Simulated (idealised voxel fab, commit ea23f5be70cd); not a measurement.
Process module name: voxel wiring stack
Cross-section cut spans 145 nm and uses square cells 5 nm in size.
We lay out every cross-section as a grid of square cells and spell it out in bands from the top down, where one band means one or more rows of cells.
Basically the band line says how high the top is and how high the bottom is, in nm, and then what's in it from left to right, every material with its width in nm. Empty space shows up as "empty", and if a single material carries "everywhere" it runs the full band edge to edge.
It should be noted that heights are counted from 0, beneath which the wafer as supplied is of one material throughout, and that the lowest band possesses no lower boundary but continues downward, as written in "top 0, no bottom".
It should be noted that a width expressed as "30->40" varies in equal increments from row to row of cells within the band, taking the value of the first number at the top row and that of the second number at the bottom row.
Step marked "remained unchanged"? Then no cell in the cross-section changed in it.
The list in "Closed void listing" covers empty spaces of 8 cells or more that cannot reach the top through any open way, and it gives each as width x height at distance; the distance is from the left edge, and width, height and distance are in nm.
Step line, after settings: the simulator's comment on this step.
"overlay nm" on a masked step: distance the mask lay right of its planned place, negative for left.

THESE ARE THE STEPS WE PLANNED FOR THE PROCESS
1. RECEIVE (material Si)
2. CONFORMAL_DEP (material SiO2; thk nm 15)
3. CONFORMAL_DEP (material SiN; thk nm 5)
4. DIRECTIONAL_DEP (material lowk; thk nm 15)
5. PATTERN (tone open; mask id METAL_1; material resist; width nm 25; pitch nm 45; thk nm 20; overlay nm 0)
6. DIRECTIONAL_ETCH (etch materials lowk; depth nm 15)
7. DIRECTIONAL_ETCH (etch materials SiN; depth nm 5)
8. STRIP (etch materials resist)
9. CONFORMAL_DEP (material TiN; thk nm 5)
10. FILL_DEP (material W; thk nm 5)
11. CMP (height nm 35)
12. CONFORMAL_DEP (material SiCN; thk nm 5)
13. DIRECTIONAL_DEP (material lowk; thk nm 15)
14. PATTERN (tone open; mask id PLUG_1; material resist; width nm 15; thk nm 20; overlay nm 0)
15. DIRECTIONAL_ETCH (etch materials lowk; depth nm 15)
16. DIRECTIONAL_ETCH (etch materials SiCN; depth nm 5)
17. STRIP (etch materials resist)
18. EPI (material Ru; thk nm 10)
19. EPI (material Ru; thk nm 10)
20. DIRECTIONAL_DEP (material TiN; thk nm 5)
21. DIRECTIONAL_DEP (material W; thk nm 25)
22. DIRECTIONAL_DEP (material aC; thk nm 15)
23. PATTERN (tone cover; mask id METAL_2; material resist; width nm 25; pitch nm 45; thk nm 35; overlay nm 0)
24. DIRECTIONAL_ETCH (etch materials aC; depth nm 15)
25. STRIP (etch materials resist)
26. DIRECTIONAL_ETCH (etch materials W; depth nm 25)
27. DIRECTIONAL_ETCH (etch materials TiN; depth nm 5)
28. STRIP (etch materials aC)
29. FILL_DEP (material lowk; thk nm 5)
30. CMP (height nm 85)
31. CONFORMAL_DEP (material SiN; thk nm 5)

INCOMING WAFER, CROSS-SECTIONAL VIEW, POST STEP 1
    top 0, no bottom = Si everywhere
    Closed void listing: none

CROSS-SECTIONAL RESULT AFTER MODULE COMPLETION. NOTE: STARTING CONDITION AND PLAN ARE UNCHANGED FROM ABOVE; ONE PROCESSING MISTAKE WAS MADE
    top 90, bottom 85 = SiN everywhere
    top 85, bottom 60 = lowk=35  W=25  lowk=20  W=25  lowk=40
    top 60, bottom 55 = lowk=35  TiN=25  lowk=20  TiN=25  lowk=40
    top 55, bottom 40 = lowk=45  Ru=15  lowk=85
    top 40, bottom 35 = SiCN=45  Ru=15  SiCN=85
    top 35, bottom 20 = lowk=35  TiN=5  W=15  TiN=5  lowk=20  TiN=5  W=15  TiN=5  lowk=40
    top 20, bottom 15 = SiN=35  TiN=25  SiN=20  TiN=25  SiN=40
    top 15, bottom 0 = SiO2 everywhere
    top 0, no bottom = Si everywhere
    Closed void listing: none
Short version of what went wrong: step 14 was processed under conditions differing from the plan, specifically as PATTERN (tone open; mask id PLUG_1; material resist; width nm 15; thk nm 20; overlay nm 10)
